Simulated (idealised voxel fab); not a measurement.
This is a process module. Its name is voxel tone inversion.
For reference, the cross-section in this document is cut, with width 250 nm and square cells of 5 nm.
Each cross-section below is a grid of square cells, stated as bands in top-down order, with one or more rows of cells making up each band.
This entry defines a band. It first specifies the height of the band's top and the height of its bottom in nm, and then specifies the band's materials from left to right, stating each material with its width in nm. The word "edge to edge" identifies a single material that fills the band from edge to edge, while the word "empty" identifies empty space.
Beneath 0, the wafer as received is one material, and that level is where height counting begins. The lowest band goes on downward without a bottom; it is written like "0 -> down".
Think of "30->40" as a width that walks from the first number to the second as you go down the band, top row to bottom row, taking equal-sized steps from row to row.
Key: "nothing was modified" - step with no changed cell in the cross-section.
"Closed void list" specifies each empty space that is not open to the top and that occupies no fewer than 8 cells, using the form width x height at distance, the distance measured from the left edge and all three quantities in nm.
Text after the settings on a step's line: the simulator's own remark on that step.
The "overlay nm" setting may appear on a step's line; for a step that uses a mask, it gives how far to the right of its planned position the mask lay, and a negative value indicates the left.

### Steps in the process plan
1. RECEIVE,material Si
2. CONFORMAL_DEP,material SiCN,thk nm 5
3. DIRECTIONAL_DEP,material aC,thk nm 20
4. PATTERN,tone cover,mask id POSTS,material resist,width nm 15,pitch nm 35,thk nm 30,overlay nm 0
5. DIRECTIONAL_ETCH,etch materials aC,depth nm 20
6. STRIP,etch materials resist
7. FILL_DEP,material lowk,thk nm 10
8. CMP,height nm 25
9. STRIP,etch materials aC
10. CONFORMAL_DEP,material TiN,thk nm 5
11. FILL_DEP,material W,thk nm 5
12. CMP,height nm 25
13. CONFORMAL_DEP,material SiN,thk nm 5

### The first wafer of two, processed as planned

### Cross-section, incoming material, after step 1
> 0 -> down: Si edge to edge
> Closed void list: none

### After step 2, in cross-section
> 5 -> 0: SiCN edge to edge
> Lower than 0, everything is as it was.

### After step 3, in cross-section
> 25 -> 5: aC edge to edge
> Lower than 5, everything is as it was.

### After step 4, in cross-section
> 55 -> 25: empty=65  resist=15  empty=20  resist=15  empty=20  resist=15  empty=20  resist=15  empty=65
> Lower than 25, everything is as it was.

### After step 5, in cross-section
> 35 -> 25: empty=65  resist=15  empty=20  resist=15  empty=20  resist=15  empty=20  resist=15  empty=65
> 25 -> 5: empty=65  aC=15  empty=20  aC=15  empty=20  aC=15  empty=20  aC=15  empty=65
> Lower than 5, everything is as it was.

### After step 6, in cross-section
> 25 -> 5: empty=65  aC=15  empty=20  aC=15  empty=20  aC=15  empty=20  aC=15  empty=65
> Lower than 5, everything is as it was.

### After step 7, in cross-section
> 35 -> 25: lowk edge to edge
> 25 -> 5: lowk=65  aC=15  lowk=20  aC=15  lowk=20  aC=15  lowk=20  aC=15  lowk=65
> Lower than 5, everything is as it was.

### After step 8, in cross-section
> 25 -> 5: lowk=65  aC=15  lowk=20  aC=15  lowk=20  aC=15  lowk=20  aC=15  lowk=65
> Lower than 5, everything is as it was.

### After step 9, in cross-section
> 25 -> 5: lowk=65  empty=15  lowk=20  empty=15  lowk=20  empty=15  lowk=20  empty=15  lowk=65
> Lower than 5, everything is as it was.

### After step 10, in cross-section
> 30 -> 25: TiN=70  empty=5  TiN=30  empty=5  TiN=30  empty=5  TiN=30  empty=5  TiN=70
> 25 -> 10: lowk=65  TiN=5  empty=5  TiN=5  lowk=20  TiN=5  empty=5  TiN=5  lowk=20  TiN=5  empty=5  TiN=5  lowk=20  TiN=5  empty=5  TiN=5  lowk=65
> 10 -> 5: lowk=65  TiN=15  lowk=20  TiN=15  lowk=20  TiN=15  lowk=20  TiN=15  lowk=65
> Lower than 5, everything is as it was.

### After step 11, in cross-section
> 35 -> 30: W edge to edge
> 30 -> 25: TiN=70  W=5  TiN=30  W=5  TiN=30  W=5  TiN=30  W=5  TiN=70
> 25 -> 10: lowk=65  TiN=5  W=5  TiN=5  lowk=20  TiN=5  W=5  TiN=5  lowk=20  TiN=5  W=5  TiN=5  lowk=20  TiN=5  W=5  TiN=5  lowk=65
> Lower than 10, everything is as it was.

### After step 12, in cross-section
> 25 -> 10: lowk=65  TiN=5  W=5  TiN=5  lowk=20  TiN=5  W=5  TiN=5  lowk=20  TiN=5  W=5  TiN=5  lowk=20  TiN=5  W=5  TiN=5  lowk=65
> Lower than 10, everything is as it was.

### After step 13, in cross-section
> 30 -> 25: SiN edge to edge
> Lower than 25, everything is as it was.

### Wafer two. Identical start, identical plan. One mistake in execution. Identical history through step 3

### Cross-section of the second wafer when, according to plan, step 4 should have finished
> 55 -> 25: empty=65  resist=20  empty=15  resist=20  empty=15  resist=20  empty=15  resist=20  empty=60
> Lower than 25, everything is as it was.

### Cross-section of the second wafer when, according to plan, step 5 should have finished
> 35 -> 25: empty=65  resist=20  empty=15  resist=20  empty=15  resist=20  empty=15  resist=20  empty=60
> 25 -> 5: empty=65  aC=20  empty=15  aC=20  empty=15  aC=20  empty=15  aC=20  empty=60
> Lower than 5, everything is as it was.

### Cross-section of the second wafer when, according to plan, step 6 should have finished
> 25 -> 5: empty=65  aC=20  empty=15  aC=20  empty=15  aC=20  empty=15  aC=20  empty=60
> Lower than 5, everything is as it was.

### Cross-section of the second wafer when, according to plan, step 7 should have finished
> 35 -> 25: lowk edge to edge
> 25 -> 5: lowk=65  aC=20  lowk=15  aC=20  lowk=15  aC=20  lowk=15  aC=20  lowk=60
> Lower than 5, everything is as it was.

### Cross-section of the second wafer when, according to plan, step 8 should have finished
> 25 -> 5: lowk=65  aC=20  lowk=15  aC=20  lowk=15  aC=20  lowk=15  aC=20  lowk=60
> Lower than 5, everything is as it was.

### Cross-section of the second wafer when, according to plan, step 9 should have finished
> 25 -> 5: lowk=65  empty=20  lowk=15  empty=20  lowk=15  empty=20  lowk=15  empty=20  lowk=60
> Lower than 5, everything is as it was.

### Cross-section of the second wafer when, according to plan, step 10 should have finished
> 30 -> 25: TiN=70  empty=10  TiN=25  empty=10  TiN=25  empty=10  TiN=25  empty=10  TiN=65
> 25 -> 10: lowk=65  TiN=5  empty=10  TiN=5  lowk=15  TiN=5  empty=10  TiN=5  lowk=15  TiN=5  empty=10  TiN=5  lowk=15  TiN=5  empty=10  TiN=5  lowk=60
> 10 -> 5: lowk=65  TiN=20  lowk=15  TiN=20  lowk=15  TiN=20  lowk=15  TiN=20  lowk=60
> Lower than 5, everything is as it was.

### Cross-section of the second wafer when, according to plan, step 11 should have finished
> 35 -> 30: W edge to edge
> 30 -> 25: TiN=70  W=10  TiN=25  W=10  TiN=25  W=10  TiN=25  W=10  TiN=65
> 25 -> 10: lowk=65  TiN=5  W=10  TiN=5  lowk=15  TiN=5  W=10  TiN=5  lowk=15  TiN=5  W=10  TiN=5  lowk=15  TiN=5  W=10  TiN=5  lowk=60
> Lower than 10, everything is as it was.

### Cross-section of the second wafer when, according to plan, step 12 should have finished
> 25 -> 10: lowk=65  TiN=5  W=10  TiN=5  lowk=15  TiN=5  W=10  TiN=5  lowk=15  TiN=5  W=10  TiN=5  lowk=15  TiN=5  W=10  TiN=5  lowk=60
> Lower than 10, everything is as it was.

### Cross-section of the second wafer when, according to plan, step 13 should have finished
> 30 -> 25: SiN edge to edge
> Lower than 25, everything is as it was.
Against the plan, the run slipped here: not per plan at step 4, really ran PATTERN,tone cover,mask id POSTS,material resist,width nm 20,pitch nm 35,thk nm 30,overlay nm 0
Materials where the second wafer ends with more or fewer cells than the first: TiN +4 | W +12 | lowk -16
